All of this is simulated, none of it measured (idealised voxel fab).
You're looking at the process module voxel fin reveal.
Square cells of 5 nm make up the cross-section cut, whose width is 155 nm.
For the purposes of this document, a cross-section shall be understood as a grid of square cells, specified as bands listed in top-to-bottom order, each band consisting of one or more rows of cells.
Heads up on the band format: heights come first, top then bottom, in nm. After that it's the materials left to right, each with its width in nm. A single material flagged "everywhere" fills the whole band edge to edge, and "blank" means there's empty space there.
The level at which height equals 0 is the one under which the wafer, as it arrives, is entirely one material. No lower edge exists for the bottom band, which continues downward and is notated as in "0 -> down".
The notation "30->40" denotes a width that varies across the rows of cells in the band, beginning at the first number in the top row, finishing at the second number in the bottom row, and changing by an identical amount from each row to the next.
Reading "no change occurred" for a step: not a cell of the cross-section changed in it.
Non-vented voids: empty space of 8 cells or more with no open way to the top, each as width x height at its distance from the left edge, in nm
Whatever follows a step's settings on its line is a remark the simulator itself makes about that step.
The setting "overlay nm" may be written on the line of a step. When the step uses a mask, the value reports how far to the right of the planned place the mask lay, and a negative value reports that it lay to the left.
**Planned step list for the process**
- 1: RECEIVE [material Si]
- 2: CONFORMAL_DEP [material SiN] [thk nm 5]
- 3: MASKED_ETCH [tone cover] [mask id FINS] [width nm 15] [pitch nm 40] [etch materials SiN] [depth nm 5] [overlay nm 0]
- 4: MASKED_ETCH [tone cover] [mask id FINS] [width nm 15] [pitch nm 40] [etch materials Si] [depth nm 35] [overlay nm 0]
- 5: OXIDIZE [depth nm 5]
- 6: FILL_DEP [material SiO2] [thk nm 10]
- 7: CMP [height nm 5]
- 8: SELECTIVE_ETCH [etch materials SiO2] [depth nm 30]
- 9: STRIP [etch materials SiN]
The plan's step 4 width nm is the first wafer's value; the wafers differ in this setting and start identical.
**First of several wafers, received after step 1, in cross-section**
  0 -> down | Si everywhere
  Non-vented voids: none
**Gained (+) or lost (-) cells of each material since receipt, then closed voids: one row per wafer, at the end of the module**
width nm 15, -224 Si, +84 SiO2, Non-vented voids: none
width nm 20, -203 Si, +75 SiO2, Non-vented voids: none
width nm 25, -182 Si, +66 SiO2, Non-vented voids: none
